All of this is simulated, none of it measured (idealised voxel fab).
Module name: voxel transistor to metal (process module)
In the cross-section labelled cut, the width is 285 nm and each square cell is 5 nm.
A cross-section in this document is a grid of square cells, and it is written down as bands, the top band listed before the ones below it; a band is made up of one or more rows of cells.
A band entry consists of two parts. The first gives the height of the band's top and the height of its bottom, in nm. The rest lists the band's materials from left to right, each with its width in nm. A single material labelled with the word "full width" fills the band from edge to edge, and the word "blank" marks empty space.
Below 0: as-received wafer, all one material; heights counted from there. Lowest band: no bottom, goes on down, written "0 nm and below".
A width given as "30..40" starts at the first number in the band's top row and ends at the second number in its bottom row, shifting by an equal amount at every step from row to row.
What does "stayed the same" mean for a step? It means no cell of the cross-section changed in that step.
Each empty space that has no open way to the top and spans at least 8 cells appears under "Trapped cavities" as width x height at distance, the distance counted from the left edge, all in nm.
after a step's settings: what the simulator itself notes on the step
Each step line may optionally specify "overlay nm", which for a step with a mask gives the rightward distance between the mask's planned place and where it lay, a negative value indicating the leftward direction.

Planned step list for the process:
1,op RECEIVE | material Si
2,op OXIDIZE | depth nm 5
3,op CONFORMAL_DEP | material SiN | thk nm 10
4,op PATTERN | tone cover | mask id ACTIVE | material resist | width nm 115 | pitch nm 135 | thk nm 15 | overlay nm 0
5,op DIRECTIONAL_ETCH | etch materials SiN | depth nm 10
6,op DIRECTIONAL_ETCH | etch materials SiO2 | depth nm 5
7,op DIRECTIONAL_ETCH | etch materials Si | depth nm 20
8,op STRIP | etch materials resist
9,op FILL_DEP | material SiO2 | thk nm 15
10,op CMP | height nm 10
11,op SELECTIVE_ETCH | etch materials SiO2 | depth nm 10
12,op STRIP | etch materials SiN
13,op SELECTIVE_ETCH | etch materials SiO2 | depth nm 5
14,op OXIDIZE | depth nm 5
15,op DIRECTIONAL_DEP | material polySi | thk nm 25
16,op DIRECTIONAL_DEP | material SiCN | thk nm 10
17,op MASKED_ETCH | tone cover | mask id GATE | width nm 15 | pitch nm 135 | etch materials SiCN | depth nm 20 | overlay nm 0
18,op MASKED_ETCH | tone cover | mask id GATE | width nm 15 | pitch nm 135 | etch materials polySi | depth nm 35 | overlay nm 0
19,op CONFORMAL_DEP | material SiN | thk nm 5
20,op DIRECTIONAL_ETCH | etch materials SiN | depth nm 5
21,op DIRECTIONAL_ETCH | etch materials SiO2 | depth nm 5
22,op EPI | material nSi | thk nm 5
23,op FILL_DEP | material SiO2 | thk nm 5
24,op CMP | height nm 30
25,op DIRECTIONAL_DEP | material SiO2 | thk nm 15
26,op MASKED_ETCH | tone open | mask id CONTACT | width nm 20 | etch materials SiO2 | depth nm 50 | overlay nm 0
27,op CONFORMAL_DEP | material TiN | thk nm 5
28,op FILL_DEP | material W | thk nm 5
29,op CMP | height nm 45
30,op CONFORMAL_DEP | material SiCN | thk nm 5
31,op DIRECTIONAL_DEP | material SiO2 | thk nm 25
32,op PATTERN | tone open | mask id METAL_1 | material resist | width nm 20 | thk nm 20 | overlay nm 0
33,op DIRECTIONAL_ETCH | etch materials SiO2 | depth nm 25
34,op DIRECTIONAL_ETCH | etch materials SiCN | depth nm 5
35,op STRIP | etch materials resist
36,op CONFORMAL_DEP | material TiN | thk nm 5
37,op FILL_DEP | material Cu | thk nm 10
38,op CMP | height nm 75
39,op CONFORMAL_DEP | material SiCN | thk nm 5

First of the two wafers, run per plan:

Incoming wafer, cross-sectional view, post step 1:
- 0 nm and below  Si full width
- Trapped cavities: none

So this is the wafer cross-section right after step 2:
- 0 nm to -5 nm  SiO2 full width
- Anything lower than -5 is untouched.

So this is the wafer cross-section right after step 3:
- 10 nm to 0 nm  SiN full width
- Anything lower than 0 is untouched.

So this is the wafer cross-section right after step 4:
- 25 nm to 10 nm  15 nm blank, 115 nm resist, 20 nm blank, 115 nm resist, 20 nm blank
- Anything lower than 10 is untouched.

So this is the wafer cross-section right after step 5:
- 25 nm to 10 nm  15 nm blank, 115 nm resist, 20 nm blank, 115 nm resist, 20 nm blank
- 10 nm to 0 nm  15 nm blank, 115 nm SiN, 20 nm blank, 115 nm SiN, 20 nm blank
- Anything lower than 0 is untouched.

So this is the wafer cross-section right after step 6:
- 25 nm to 10 nm  15 nm blank, 115 nm resist, 20 nm blank, 115 nm resist, 20 nm blank
- 10 nm to 0 nm  15 nm blank, 115 nm SiN, 20 nm blank, 115 nm SiN, 20 nm blank
- 0 nm to -5 nm  15 nm blank, 115 nm SiO2, 20 nm blank, 115 nm SiO2, 20 nm blank
- Anything lower than -5 is untouched.

So this is the wafer cross-section right after step 7:
- 25 nm to 10 nm  15 nm blank, 115 nm resist, 20 nm blank, 115 nm resist, 20 nm blank
- 10 nm to 0 nm  15 nm blank, 115 nm SiN, 20 nm blank, 115 nm SiN, 20 nm blank
- 0 nm to -5 nm  15 nm blank, 115 nm SiO2, 20 nm blank, 115 nm SiO2, 20 nm blank
- -5 nm to -25 nm  15 nm blank, 115 nm Si, 20 nm blank, 115 nm Si, 20 nm blank
- Anything lower than -25 is untouched.

So this is the wafer cross-section right after step 8:
- 10 nm to 0 nm  15 nm blank, 115 nm SiN, 20 nm blank, 115 nm SiN, 20 nm blank
- Anything lower than 0 is untouched.

So this is the wafer cross-section right after step 9:
- 25 nm to 10 nm  SiO2 full width
- 10 nm to 0 nm  15 nm SiO2, 115 nm SiN, 20 nm SiO2, 115 nm SiN, 20 nm SiO2
- 0 nm to -5 nm  SiO2 full width
- -5 nm to -25 nm  15 nm SiO2, 115 nm Si, 20 nm SiO2, 115 nm Si, 20 nm SiO2
- Anything lower than -25 is untouched.

So this is the wafer cross-section right after step 10:
- 10 nm to 0 nm  15 nm SiO2, 115 nm SiN, 20 nm SiO2, 115 nm SiN, 20 nm SiO2
- Anything lower than 0 is untouched.

So this is the wafer cross-section right after step 11:
- 10 nm to 0 nm  15 nm blank, 115 nm SiN, 20 nm blank, 115 nm SiN, 20 nm blank
- Anything lower than 0 is untouched.

So this is the wafer cross-section right after step 12:
- 0 nm to -5 nm  SiO2 full width
- Anything lower than -5 is untouched.

So this is the wafer cross-section right after step 13:
- -5 nm to -25 nm  15 nm SiO2, 115 nm Si, 20 nm SiO2, 115 nm Si, 20 nm SiO2
- Anything lower than -25 is untouched.

So this is the wafer cross-section right after step 14:
- -5 nm to -10 nm  SiO2 full width
- Anything lower than -10 is untouched.

So this is the wafer cross-section right after step 15:
- 20 nm to -5 nm  polySi full width
- Anything lower than -5 is untouched.

So this is the wafer cross-section right after step 16:
- 30 nm to 20 nm  SiCN full width
- Anything lower than 20 is untouched.

So this is the wafer cross-section right after step 17:
- 30 nm to 20 nm  65 nm blank, 15 nm SiCN, 120 nm blank, 15 nm SiCN, 70 nm blank
- Anything lower than 20 is untouched.

So this is the wafer cross-section right after step 18:
- 30 nm to 20 nm  65 nm blank, 15 nm SiCN, 120 nm blank, 15 nm SiCN, 70 nm blank
- 20 nm to -5 nm  65 nm blank, 15 nm polySi, 120 nm blank, 15 nm polySi, 70 nm blank
- Anything lower than -5 is untouched.

So this is the wafer cross-section right after step 19:
- 35 nm to 30 nm  60 nm blank, 25 nm SiN, 110 nm blank, 25 nm SiN, 65 nm blank
- 30 nm to 20 nm  60 nm blank, 5 nm SiN, 15 nm SiCN, 5 nm SiN, 110 nm blank, 5 nm SiN, 15 nm SiCN, 5 nm SiN, 65 nm blank
- 20 nm to 0 nm  60 nm blank, 5 nm SiN, 15 nm polySi, 5 nm SiN, 110 nm blank, 5 nm SiN, 15 nm polySi, 5 nm SiN, 65 nm blank
- 0 nm to -5 nm  65 nm SiN, 15 nm polySi, 120 nm SiN, 15 nm polySi, 70 nm SiN
- Anything lower than -5 is untouched.

So this is the wafer cross-section right after step 20:
- 30 nm to 20 nm  60 nm blank, 5 nm SiN, 15 nm SiCN, 5 nm SiN, 110 nm blank, 5 nm SiN, 15 nm SiCN, 5 nm SiN, 65 nm blank
- 20 nm to -5 nm  60 nm blank, 5 nm SiN, 15 nm polySi, 5 nm SiN, 110 nm blank, 5 nm SiN, 15 nm polySi, 5 nm SiN, 65 nm blank
- Anything lower than -5 is untouched.

So this is the wafer cross-section right after step 21:
- 30 nm to 20 nm  60 nm blank, 5 nm SiN, 15 nm SiCN, 5 nm SiN, 110 nm blank, 5 nm SiN, 15 nm SiCN, 5 nm SiN, 65 nm blank
- 20 nm to -5 nm  60 nm blank, 5 nm SiN, 15 nm polySi, 5 nm SiN, 110 nm blank, 5 nm SiN, 15 nm polySi, 5 nm SiN, 65 nm blank
- -5 nm to -10 nm  60 nm blank, 25 nm SiO2, 110 nm blank, 25 nm SiO2, 65 nm blank
- Anything lower than -10 is untouched.

So this is the wafer cross-section right after step 22:
- 30 nm to 20 nm  60 nm blank, 5 nm SiN, 15 nm SiCN, 5 nm SiN, 110 nm blank, 5 nm SiN, 15 nm SiCN, 5 nm SiN, 65 nm blank
- 20 nm to -5 nm  60 nm blank, 5 nm SiN, 15 nm polySi, 5 nm SiN, 110 nm blank, 5 nm SiN, 15 nm polySi, 5 nm SiN, 65 nm blank
- -5 nm to -10 nm  10 nm blank, 50 nm nSi, 25 nm SiO2, 50 nm nSi, 10 nm blank, 50 nm nSi, 25 nm SiO2, 50 nm nSi, 15 nm blank
- Anything lower than -10 is untouched.

So this is the wafer cross-section right after step 23:
- 35 nm to 30 nm  SiO2 full width
- 30 nm to 20 nm  60 nm SiO2, 5 nm SiN, 15 nm SiCN, 5 nm SiN, 110 nm SiO2, 5 nm SiN, 15 nm SiCN, 5 nm SiN, 65 nm SiO2
- 20 nm to -5 nm  60 nm SiO2, 5 nm SiN, 15 nm polySi, 5 nm SiN, 110 nm SiO2, 5 nm SiN, 15 nm polySi, 5 nm SiN, 65 nm SiO2
- -5 nm to -10 nm  10 nm SiO2, 50 nm nSi, 25 nm SiO2, 50 nm nSi, 10 nm SiO2, 50 nm nSi, 25 nm SiO2, 50 nm nSi, 15 nm SiO2
- Anything lower than -10 is untouched.

So this is the wafer cross-section right after step 24:
- 30 nm to 20 nm  60 nm SiO2, 5 nm SiN, 15 nm SiCN, 5 nm SiN, 110 nm SiO2, 5 nm SiN, 15 nm SiCN, 5 nm SiN, 65 nm SiO2
- Anything lower than 20 is untouched.

So this is the wafer cross-section right after step 25:
- 45 nm to 30 nm  SiO2 full width
- Anything lower than 30 is untouched.

So this is the wafer cross-section right after step 26:
- 45 nm to 30 nm  25 nm SiO2, 20 nm blank, 55 nm SiO2, 20 nm blank, 40 nm SiO2, 20 nm blank, 55 nm SiO2, 20 nm blank, 30 nm SiO2
- 30 nm to 20 nm  25 nm SiO2, 20 nm blank, 15 nm SiO2, 5 nm SiN, 15 nm SiCN, 5 nm SiN, 15 nm SiO2, 20 nm blank, 40 nm SiO2, 20 nm blank, 15 nm SiO2, 5 nm SiN, 15 nm SiCN, 5 nm SiN, 15 nm SiO2, 20 nm blank, 30 nm SiO2
- 20 nm to -5 nm  25 nm SiO2, 20 nm blank, 15 nm SiO2, 5 nm SiN, 15 nm polySi, 5 nm SiN, 15 nm SiO2, 20 nm blank, 40 nm SiO2, 20 nm blank, 15 nm SiO2, 5 nm SiN, 15 nm polySi, 5 nm SiN, 15 nm SiO2, 20 nm blank, 30 nm SiO2
- Anything lower than -5 is untouched.

So this is the wafer cross-section right after step 27:
- 50 nm to 45 nm  30 nm TiN, 10 nm blank, 65 nm TiN, 10 nm blank, 50 nm TiN, 10 nm blank, 65 nm TiN, 10 nm blank, 35 nm TiN
- 45 nm to 30 nm  25 nm SiO2, 5 nm TiN, 10 nm blank, 5 nm TiN, 55 nm SiO2, 5 nm TiN, 10 nm blank, 5 nm TiN, 40 nm SiO2, 5 nm TiN, 10 nm blank, 5 nm TiN, 55 nm SiO2, 5 nm TiN, 10 nm blank, 5 nm TiN, 30 nm SiO2
- 30 nm to 20 nm  25 nm SiO2, 5 nm TiN, 10 nm blank, 5 nm TiN, 15 nm SiO2, 5 nm SiN, 15 nm SiCN, 5 nm SiN, 15 nm SiO2, 5 nm TiN, 10 nm blank, 5 nm TiN, 40 nm SiO2, 5 nm TiN, 10 nm blank, 5 nm TiN, 15 nm SiO2, 5 nm SiN, 15 nm SiCN, 5 nm SiN, 15 nm SiO2, 5 nm TiN, 10 nm blank, 5 nm TiN, 30 nm SiO2
- 20 nm to 0 nm  25 nm SiO2, 5 nm TiN, 10 nm blank, 5 nm TiN, 15 nm SiO2, 5 nm SiN, 15 nm polySi, 5 nm SiN, 15 nm SiO2, 5 nm TiN, 10 nm blank, 5 nm TiN, 40 nm SiO2, 5 nm TiN, 10 nm blank, 5 nm TiN, 15 nm SiO2, 5 nm SiN, 15 nm polySi, 5 nm SiN, 15 nm SiO2, 5 nm TiN, 10 nm blank, 5 nm TiN, 30 nm SiO2
- 0 nm to -5 nm  25 nm SiO2, 20 nm TiN, 15 nm SiO2, 5 nm SiN, 15 nm polySi, 5 nm SiN, 15 nm SiO2, 20 nm TiN, 40 nm SiO2, 20 nm TiN, 15 nm SiO2, 5 nm SiN, 15 nm polySi, 5 nm SiN, 15 nm SiO2, 20 nm TiN, 30 nm SiO2
- Anything lower than -5 is untouched.

So this is the wafer cross-section right after step 28:
- 55 nm to 50 nm  W full width
- 50 nm to 45 nm  30 nm TiN, 10 nm W, 65 nm TiN, 10 nm W, 50 nm TiN, 10 nm W, 65 nm TiN, 10 nm W, 35 nm TiN
- 45 nm to 30 nm  25 nm SiO2, 5 nm TiN, 10 nm W, 5 nm TiN, 55 nm SiO2, 5 nm TiN, 10 nm W, 5 nm TiN, 40 nm SiO2, 5 nm TiN, 10 nm W, 5 nm TiN, 55 nm SiO2, 5 nm TiN, 10 nm W, 5 nm TiN, 30 nm SiO2
- 30 nm to 20 nm  25 nm SiO2, 5 nm TiN, 10 nm W, 5 nm TiN, 15 nm SiO2, 5 nm SiN, 15 nm SiCN, 5 nm SiN, 15 nm SiO2, 5 nm TiN, 10 nm W, 5 nm TiN, 40 nm SiO2, 5 nm TiN, 10 nm W, 5 nm TiN, 15 nm SiO2, 5 nm SiN, 15 nm SiCN, 5 nm SiN, 15 nm SiO2, 5 nm TiN, 10 nm W, 5 nm TiN, 30 nm SiO2
- 20 nm to 0 nm  25 nm SiO2, 5 nm TiN, 10 nm W, 5 nm TiN, 15 nm SiO2, 5 nm SiN, 15 nm polySi, 5 nm SiN, 15 nm SiO2, 5 nm TiN, 10 nm W, 5 nm TiN, 40 nm SiO2, 5 nm TiN, 10 nm W, 5 nm TiN, 15 nm SiO2, 5 nm SiN, 15 nm polySi, 5 nm SiN, 15 nm SiO2, 5 nm TiN, 10 nm W, 5 nm TiN, 30 nm SiO2
- Anything lower than 0 is untouched.

So this is the wafer cross-section right after step 29:
- 45 nm to 30 nm  25 nm SiO2, 5 nm TiN, 10 nm W, 5 nm TiN, 55 nm SiO2, 5 nm TiN, 10 nm W, 5 nm TiN, 40 nm SiO2, 5 nm TiN, 10 nm W, 5 nm TiN, 55 nm SiO2, 5 nm TiN, 10 nm W, 5 nm TiN, 30 nm SiO2
- Anything lower than 30 is untouched.

So this is the wafer cross-section right after step 30:
- 50 nm to 45 nm  SiCN full width
- Anything lower than 45 is untouched.

So this is the wafer cross-section right after step 31:
- 75 nm to 50 nm  SiO2 full width
- Anything lower than 50 is untouched.

So this is the wafer cross-section right after step 32:
- 95 nm to 75 nm  25 nm resist, 20 nm blank, 55 nm resist, 20 nm blank, 40 nm resist, 20 nm blank, 55 nm resist, 20 nm blank, 30 nm resist
- Anything lower than 75 is untouched.

So this is the wafer cross-section right after step 33:
- 95 nm to 75 nm  25 nm resist, 20 nm blank, 55 nm resist, 20 nm blank, 40 nm resist, 20 nm blank, 55 nm resist, 20 nm blank, 30 nm resist
- 75 nm to 50 nm  25 nm SiO2, 20 nm blank, 55 nm SiO2, 20 nm blank, 40 nm SiO2, 20 nm blank, 55 nm SiO2, 20 nm blank, 30 nm SiO2
- Anything lower than 50 is untouched.

So this is the wafer cross-section right after step 34:
- 95 nm to 75 nm  25 nm resist, 20 nm blank, 55 nm resist, 20 nm blank, 40 nm resist, 20 nm blank, 55 nm resist, 20 nm blank, 30 nm resist
- 75 nm to 50 nm  25 nm SiO2, 20 nm blank, 55 nm SiO2, 20 nm blank, 40 nm SiO2, 20 nm blank, 55 nm SiO2, 20 nm blank, 30 nm SiO2
- 50 nm to 45 nm  25 nm SiCN, 20 nm blank, 55 nm SiCN, 20 nm blank, 40 nm SiCN, 20 nm blank, 55 nm SiCN, 20 nm blank, 30 nm SiCN
- Anything lower than 45 is untouched.

So this is the wafer cross-section right after step 35:
- 75 nm to 50 nm  25 nm SiO2, 20 nm blank, 55 nm SiO2, 20 nm blank, 40 nm SiO2, 20 nm blank, 55 nm SiO2, 20 nm blank, 30 nm SiO2
- Anything lower than 50 is untouched.

So this is the wafer cross-section right after step 36:
- 80 nm to 75 nm  30 nm TiN, 10 nm blank, 65 nm TiN, 10 nm blank, 50 nm TiN, 10 nm blank, 65 nm TiN, 10 nm blank, 35 nm TiN
- 75 nm to 50 nm  25 nm SiO2, 5 nm TiN, 10 nm blank, 5 nm TiN, 55 nm SiO2, 5 nm TiN, 10 nm blank, 5 nm TiN, 40 nm SiO2, 5 nm TiN, 10 nm blank, 5 nm TiN, 55 nm SiO2, 5 nm TiN, 10 nm blank, 5 nm TiN, 30 nm SiO2
- 50 nm to 45 nm  25 nm SiCN, 20 nm TiN, 55 nm SiCN, 20 nm TiN, 40 nm SiCN, 20 nm TiN, 55 nm SiCN, 20 nm TiN, 30 nm SiCN
- Anything lower than 45 is untouched.

So this is the wafer cross-section right after step 37:
- 90 nm to 80 nm  Cu full width
- 80 nm to 75 nm  30 nm TiN, 10 nm Cu, 65 nm TiN, 10 nm Cu, 50 nm TiN, 10 nm Cu, 65 nm TiN, 10 nm Cu, 35 nm TiN
- 75 nm to 50 nm  25 nm SiO2, 5 nm TiN, 10 nm Cu, 5 nm TiN, 55 nm SiO2, 5 nm TiN, 10 nm Cu, 5 nm TiN, 40 nm SiO2, 5 nm TiN, 10 nm Cu, 5 nm TiN, 55 nm SiO2, 5 nm TiN, 10 nm Cu, 5 nm TiN, 30 nm SiO2
- Anything lower than 50 is untouched.

So this is the wafer cross-section right after step 38:
- 75 nm to 50 nm  25 nm SiO2, 5 nm TiN, 10 nm Cu, 5 nm TiN, 55 nm SiO2, 5 nm TiN, 10 nm Cu, 5 nm TiN, 40 nm SiO2, 5 nm TiN, 10 nm Cu, 5 nm TiN, 55 nm SiO2, 5 nm TiN, 10 nm Cu, 5 nm TiN, 30 nm SiO2
- Anything lower than 50 is untouched.

So this is the wafer cross-section right after step 39:
- 80 nm to 75 nm  SiCN full width
- Anything lower than 75 is untouched.

Here the second wafer is described. Its start and its plan were those of the first wafer. Its run contained one mistake. Up to and including step 21, it did exactly what the first wafer did:

Second wafer at the planned finish of step 22, seen in cross-section:
- 30 nm to 20 nm  60 nm blank, 5 nm SiN, 15 nm SiCN, 5 nm SiN, 110 nm blank, 5 nm SiN, 15 nm SiCN, 5 nm SiN, 65 nm blank
- 20 nm to 5 nm  60 nm blank, 5 nm SiN, 15 nm polySi, 5 nm SiN, 110 nm blank, 5 nm SiN, 15 nm polySi, 5 nm SiN, 65 nm blank
- 5 nm to -5 nm  60 nm nSi, 5 nm SiN, 15 nm polySi, 5 nm SiN, 110 nm nSi, 5 nm SiN, 15 nm polySi, 5 nm SiN, 60 nm nSi, 5 nm blank
- -5 nm to -10 nm  60 nm nSi, 25 nm SiO2, 110 nm nSi, 25 nm SiO2, 60 nm nSi, 5 nm blank
- Anything lower than -10 is untouched.

Second wafer at the planned finish of step 23, seen in cross-section:
- 35 nm to 30 nm  SiO2 full width
- 30 nm to 20 nm  60 nm SiO2, 5 nm SiN, 15 nm SiCN, 5 nm SiN, 110 nm SiO2, 5 nm SiN, 15 nm SiCN, 5 nm SiN, 65 nm SiO2
- 20 nm to 5 nm  60 nm SiO2, 5 nm SiN, 15 nm polySi, 5 nm SiN, 110 nm SiO2, 5 nm SiN, 15 nm polySi, 5 nm SiN, 65 nm SiO2
- 5 nm to -5 nm  60 nm nSi, 5 nm SiN, 15 nm polySi, 5 nm SiN, 110 nm nSi, 5 nm SiN, 15 nm polySi, 5 nm SiN, 60 nm nSi, 5 nm SiO2
- -5 nm to -10 nm  60 nm nSi, 25 nm SiO2, 110 nm nSi, 25 nm SiO2, 60 nm nSi, 5 nm SiO2
- Anything lower than -10 is untouched.

Second wafer at the planned finish of step 24, seen in cross-section:
- 30 nm to 20 nm  60 nm SiO2, 5 nm SiN, 15 nm SiCN, 5 nm SiN, 110 nm SiO2, 5 nm SiN, 15 nm SiCN, 5 nm SiN, 65 nm SiO2
- Anything lower than 20 is untouched.

Second wafer at the planned finish of step 25, seen in cross-section:
- 45 nm to 30 nm  SiO2 full width
- Anything lower than 30 is untouched.

Second wafer at the planned finish of step 26, seen in cross-section:
- 45 nm to 30 nm  25 nm SiO2, 20 nm blank, 55 nm SiO2, 20 nm blank, 40 nm SiO2, 20 nm blank, 55 nm SiO2, 20 nm blank, 30 nm SiO2
- 30 nm to 20 nm  25 nm SiO2, 20 nm blank, 15 nm SiO2, 5 nm SiN, 15 nm SiCN, 5 nm SiN, 15 nm SiO2, 20 nm blank, 40 nm SiO2, 20 nm blank, 15 nm SiO2, 5 nm SiN, 15 nm SiCN, 5 nm SiN, 15 nm SiO2, 20 nm blank, 30 nm SiO2
- 20 nm to 5 nm  25 nm SiO2, 20 nm blank, 15 nm SiO2, 5 nm SiN, 15 nm polySi, 5 nm SiN, 15 nm SiO2, 20 nm blank, 40 nm SiO2, 20 nm blank, 15 nm SiO2, 5 nm SiN, 15 nm polySi, 5 nm SiN, 15 nm SiO2, 20 nm blank, 30 nm SiO2
- Anything lower than 5 is untouched.

Second wafer at the planned finish of step 27, seen in cross-section:
- 50 nm to 45 nm  30 nm TiN, 10 nm blank, 65 nm TiN, 10 nm blank, 50 nm TiN, 10 nm blank, 65 nm TiN, 10 nm blank, 35 nm TiN
- 45 nm to 30 nm  25 nm SiO2, 5 nm TiN, 10 nm blank, 5 nm TiN, 55 nm SiO2, 5 nm TiN, 10 nm blank, 5 nm TiN, 40 nm SiO2, 5 nm TiN, 10 nm blank, 5 nm TiN, 55 nm SiO2, 5 nm TiN, 10 nm blank, 5 nm TiN, 30 nm SiO2
- 30 nm to 20 nm  25 nm SiO2, 5 nm TiN, 10 nm blank, 5 nm TiN, 15 nm SiO2, 5 nm SiN, 15 nm SiCN, 5 nm SiN, 15 nm SiO2, 5 nm TiN, 10 nm blank, 5 nm TiN, 40 nm SiO2, 5 nm TiN, 10 nm blank, 5 nm TiN, 15 nm SiO2, 5 nm SiN, 15 nm SiCN, 5 nm SiN, 15 nm SiO2, 5 nm TiN, 10 nm blank, 5 nm TiN, 30 nm SiO2
- 20 nm to 10 nm  25 nm SiO2, 5 nm TiN, 10 nm blank, 5 nm TiN, 15 nm SiO2, 5 nm SiN, 15 nm polySi, 5 nm SiN, 15 nm SiO2, 5 nm TiN, 10 nm blank, 5 nm TiN, 40 nm SiO2, 5 nm TiN, 10 nm blank, 5 nm TiN, 15 nm SiO2, 5 nm SiN, 15 nm polySi, 5 nm SiN, 15 nm SiO2, 5 nm TiN, 10 nm blank, 5 nm TiN, 30 nm SiO2
- 10 nm to 5 nm  25 nm SiO2, 20 nm TiN, 15 nm SiO2, 5 nm SiN, 15 nm polySi, 5 nm SiN, 15 nm SiO2, 20 nm TiN, 40 nm SiO2, 20 nm TiN, 15 nm SiO2, 5 nm SiN, 15 nm polySi, 5 nm SiN, 15 nm SiO2, 20 nm TiN, 30 nm SiO2
- Anything lower than 5 is untouched.

Second wafer at the planned finish of step 28, seen in cross-section:
- 55 nm to 50 nm  W full width
- 50 nm to 45 nm  30 nm TiN, 10 nm W, 65 nm TiN, 10 nm W, 50 nm TiN, 10 nm W, 65 nm TiN, 10 nm W, 35 nm TiN
- 45 nm to 30 nm  25 nm SiO2, 5 nm TiN, 10 nm W, 5 nm TiN, 55 nm SiO2, 5 nm TiN, 10 nm W, 5 nm TiN, 40 nm SiO2, 5 nm TiN, 10 nm W, 5 nm TiN, 55 nm SiO2, 5 nm TiN, 10 nm W, 5 nm TiN, 30 nm SiO2
- 30 nm to 20 nm  25 nm SiO2, 5 nm TiN, 10 nm W, 5 nm TiN, 15 nm SiO2, 5 nm SiN, 15 nm SiCN, 5 nm SiN, 15 nm SiO2, 5 nm TiN, 10 nm W, 5 nm TiN, 40 nm SiO2, 5 nm TiN, 10 nm W, 5 nm TiN, 15 nm SiO2, 5 nm SiN, 15 nm SiCN, 5 nm SiN, 15 nm SiO2, 5 nm TiN, 10 nm W, 5 nm TiN, 30 nm SiO2
- 20 nm to 10 nm  25 nm SiO2, 5 nm TiN, 10 nm W, 5 nm TiN, 15 nm SiO2, 5 nm SiN, 15 nm polySi, 5 nm SiN, 15 nm SiO2, 5 nm TiN, 10 nm W, 5 nm TiN, 40 nm SiO2, 5 nm TiN, 10 nm W, 5 nm TiN, 15 nm SiO2, 5 nm SiN, 15 nm polySi, 5 nm SiN, 15 nm SiO2, 5 nm TiN, 10 nm W, 5 nm TiN, 30 nm SiO2
- Anything lower than 10 is untouched.

Second wafer at the planned finish of step 29, seen in cross-section:
- 45 nm to 30 nm  25 nm SiO2, 5 nm TiN, 10 nm W, 5 nm TiN, 55 nm SiO2, 5 nm TiN, 10 nm W, 5 nm TiN, 40 nm SiO2, 5 nm TiN, 10 nm W, 5 nm TiN, 55 nm SiO2, 5 nm TiN, 10 nm W, 5 nm TiN, 30 nm SiO2
- Anything lower than 30 is untouched.

Second wafer at the planned finish of step 30, seen in cross-section:
- 50 nm to 45 nm  SiCN full width
- Anything lower than 45 is untouched.

Second wafer at the planned finish of step 31, seen in cross-section:
- 75 nm to 50 nm  SiO2 full width
- Anything lower than 50 is untouched.

Second wafer at the planned finish of step 32, seen in cross-section:
- 95 nm to 75 nm  25 nm resist, 20 nm blank, 55 nm resist, 20 nm blank, 40 nm resist, 20 nm blank, 55 nm resist, 20 nm blank, 30 nm resist
- Anything lower than 75 is untouched.

Second wafer at the planned finish of step 33, seen in cross-section:
- 95 nm to 75 nm  25 nm resist, 20 nm blank, 55 nm resist, 20 nm blank, 40 nm resist, 20 nm blank, 55 nm resist, 20 nm blank, 30 nm resist
- 75 nm to 50 nm  25 nm SiO2, 20 nm blank, 55 nm SiO2, 20 nm blank, 40 nm SiO2, 20 nm blank, 55 nm SiO2, 20 nm blank, 30 nm SiO2
- Anything lower than 50 is untouched.

Second wafer at the planned finish of step 34, seen in cross-section:
- 95 nm to 75 nm  25 nm resist, 20 nm blank, 55 nm resist, 20 nm blank, 40 nm resist, 20 nm blank, 55 nm resist, 20 nm blank, 30 nm resist
- 75 nm to 50 nm  25 nm SiO2, 20 nm blank, 55 nm SiO2, 20 nm blank, 40 nm SiO2, 20 nm blank, 55 nm SiO2, 20 nm blank, 30 nm SiO2
- 50 nm to 45 nm  25 nm SiCN, 20 nm blank, 55 nm SiCN, 20 nm blank, 40 nm SiCN, 20 nm blank, 55 nm SiCN, 20 nm blank, 30 nm SiCN
- Anything lower than 45 is untouched.

Second wafer at the planned finish of step 35, seen in cross-section:
- 75 nm to 50 nm  25 nm SiO2, 20 nm blank, 55 nm SiO2, 20 nm blank, 40 nm SiO2, 20 nm blank, 55 nm SiO2, 20 nm blank, 30 nm SiO2
- Anything lower than 50 is untouched.

Second wafer at the planned finish of step 36, seen in cross-section:
- 80 nm to 75 nm  30 nm TiN, 10 nm blank, 65 nm TiN, 10 nm blank, 50 nm TiN, 10 nm blank, 65 nm TiN, 10 nm blank, 35 nm TiN
- 75 nm to 50 nm  25 nm SiO2, 5 nm TiN, 10 nm blank, 5 nm TiN, 55 nm SiO2, 5 nm TiN, 10 nm blank, 5 nm TiN, 40 nm SiO2, 5 nm TiN, 10 nm blank, 5 nm TiN, 55 nm SiO2, 5 nm TiN, 10 nm blank, 5 nm TiN, 30 nm SiO2
- 50 nm to 45 nm  25 nm SiCN, 20 nm TiN, 55 nm SiCN, 20 nm TiN, 40 nm SiCN, 20 nm TiN, 55 nm SiCN, 20 nm TiN, 30 nm SiCN
- Anything lower than 45 is untouched.

Second wafer at the planned finish of step 37, seen in cross-section:
- 90 nm to 80 nm  Cu full width
- 80 nm to 75 nm  30 nm TiN, 10 nm Cu, 65 nm TiN, 10 nm Cu, 50 nm TiN, 10 nm Cu, 65 nm TiN, 10 nm Cu, 35 nm TiN
- 75 nm to 50 nm  25 nm SiO2, 5 nm TiN, 10 nm Cu, 5 nm TiN, 55 nm SiO2, 5 nm TiN, 10 nm Cu, 5 nm TiN, 40 nm SiO2, 5 nm TiN, 10 nm Cu, 5 nm TiN, 55 nm SiO2, 5 nm TiN, 10 nm Cu, 5 nm TiN, 30 nm SiO2
- Anything lower than 50 is untouched.

Second wafer at the planned finish of step 38, seen in cross-section:
- 75 nm to 50 nm  25 nm SiO2, 5 nm TiN, 10 nm Cu, 5 nm TiN, 55 nm SiO2, 5 nm TiN, 10 nm Cu, 5 nm TiN, 40 nm SiO2, 5 nm TiN, 10 nm Cu, 5 nm TiN, 55 nm SiO2, 5 nm TiN, 10 nm Cu, 5 nm TiN, 30 nm SiO2
- Anything lower than 50 is untouched.

Second wafer at the planned finish of step 39, seen in cross-section:
- 80 nm to 75 nm  SiCN full width
- Anything lower than 75 is untouched.
what went wrong: step 22 deviated from plan and actually ran as op EPI | material nSi | thk nm 15
Cell-count delta at end, second wafer over first, by material: -66 SiO2; -16 TiN; -16 W; +98 nSi
